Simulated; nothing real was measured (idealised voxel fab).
You're looking at the process module voxel capacitor over wiring.
It is cross-section cut that appears here, measuring 270 nm in width, its square cells being 5 nm in size.
When this document writes out a cross-section, it uses a grid of square cells and lists it as bands, beginning at the top and moving down, with a band standing for one or more rows of cells. Band: top and bottom heights (nm) first, top before bottom; then materials from left to right, widths in nm. "full width" marks a sole material filling the band edge to edge. "blank" denotes empty space. Height is counted from the level 0, under which the received wafer is composed throughout of one material. The lowest of the bands is not closed at the bottom but continues downward, in the notation "from 0 down". The two numbers in a width such as "30 to 40" mark its ends across the band: the first belongs to the top row of cells, the second to the bottom row, and from each row to the next the width moves by the same amount. Step marked "left unchanged"? Then no cell in the cross-section changed in it. The label "Unvented cavities" introduces a list of the empty spaces, 8 cells or larger, that have no open way up to the top; each entry in it reads width x height at distance, where the distance is taken from the left edge and all three are stated in nm. Read whatever lies past the settings on a step's line as the simulator's own remark about the step. Regarding "overlay nm": on a step with a mask, it is the distance the mask lay to the right of its planned place; a negative value places it to the left.

**Planned process steps**
1. RECEIVE,material Si
2. CONFORMAL_DEP,material SiO2,thk nm 15
3. CONFORMAL_DEP,material SiN,thk nm 5
4. DIRECTIONAL_DEP,material SiO2,thk nm 20
5. DIRECTIONAL_DEP,material aC,thk nm 15
6. PATTERN,tone open,mask id METAL_1,material resist,width nm 30,pitch nm 80,thk nm 35,overlay nm 0
7. DIRECTIONAL_ETCH,etch materials aC,depth nm 15
8. STRIP,etch materials resist
9. DIRECTIONAL_ETCH,etch materials SiO2,depth nm 20
10. DIRECTIONAL_ETCH,etch materials SiN,depth nm 5
11. STRIP,etch materials aC
12. CONFORMAL_DEP,material TiN,thk nm 5
13. FILL_DEP,material Cu,thk nm 5
14. CMP,height nm 40
15. CONFORMAL_DEP,material SiCN,thk nm 5
16. DIRECTIONAL_DEP,material lowk,thk nm 20
17. MASKED_ETCH,tone open,mask id PLUG_1,width nm 15,etch materials lowk,depth nm 20,overlay nm 0
18. MASKED_ETCH,tone open,mask id PLUG_1,width nm 15,etch materials SiCN,depth nm 5,overlay nm 0
19. CONFORMAL_DEP,material TiN,thk nm 5
20. FILL_DEP,material Cu,thk nm 5
21. CMP,height nm 65
22. DIRECTIONAL_DEP,material TiN,thk nm 10
23. DIRECTIONAL_DEP,material HfO2,thk nm 5
24. DIRECTIONAL_DEP,material TiN,thk nm 5
25. PATTERN,tone cover,mask id UPPER_PLATE,material resist,width nm 55,thk nm 15,overlay nm 0
26. DIRECTIONAL_ETCH,etch materials TiN,depth nm 5
27. DIRECTIONAL_ETCH,etch materials HfO2,depth nm 5
28. STRIP,etch materials resist
29. DIRECTIONAL_DEP,material aC,thk nm 10
30. PATTERN,tone cover,mask id LOWER_PLATE,material resist,width nm 65,thk nm 25,overlay nm 0
31. DIRECTIONAL_ETCH,etch materials aC,depth nm 10
32. STRIP,etch materials resist
33. DIRECTIONAL_ETCH,etch materials TiN,depth nm 10
34. STRIP,etch materials aC
35. FILL_DEP,material SiO2,thk nm 15
36. CMP,height nm 95
37. DIRECTIONAL_DEP,material aC,thk nm 10
38. PATTERN,tone open,mask id PLUG_2,material resist,width nm 15,thk nm 30,overlay nm 0
39. DIRECTIONAL_ETCH,etch materials aC,depth nm 10
40. STRIP,etch materials resist
41. DIRECTIONAL_ETCH,etch materials SiO2,depth nm 10
42. STRIP,etch materials aC
43. CONFORMAL_DEP,material TiN,thk nm 5
44. FILL_DEP,material Ru,thk nm 5
45. CMP,height nm 95
46. CONFORMAL_DEP,material SiN,thk nm 5
The thk nm used in step 23 is not the same on every wafer, whereas the starting condition is; the value printed in the plan is the first wafer's.

**first wafer as received, after step 1**
* from 0 down  Si full width
* Unvented cavities: none

**Note: the following table is arranged by wafer, a row apiece. Each row reports the end-of-module state: per material, cells gained (+) or cells lost (-) compared with the wafer as received; closed voids follow**
thk nm 5, +36 Cu, +11 HfO2, +1 Ru, +51 SiCN, +96 SiN, +600 SiO2, +81 TiN, +204 lowk, Unvented cavities: none
thk nm 10, +36 Cu, +65 HfO2, +51 SiCN, +96 SiN, +467 SiO2, +161 TiN, +204 lowk, Unvented cavities: none
thk nm 15, +36 Cu, +119 HfO2, +51 SiCN, +96 SiN, +416 SiO2, +158 TiN, +204 lowk, Unvented cavities: none
thk nm 20, +36 Cu, +173 HfO2, +51 SiCN, +96 SiN, +373 SiO2, +147 TiN, +204 lowk, Unvented cavities: none
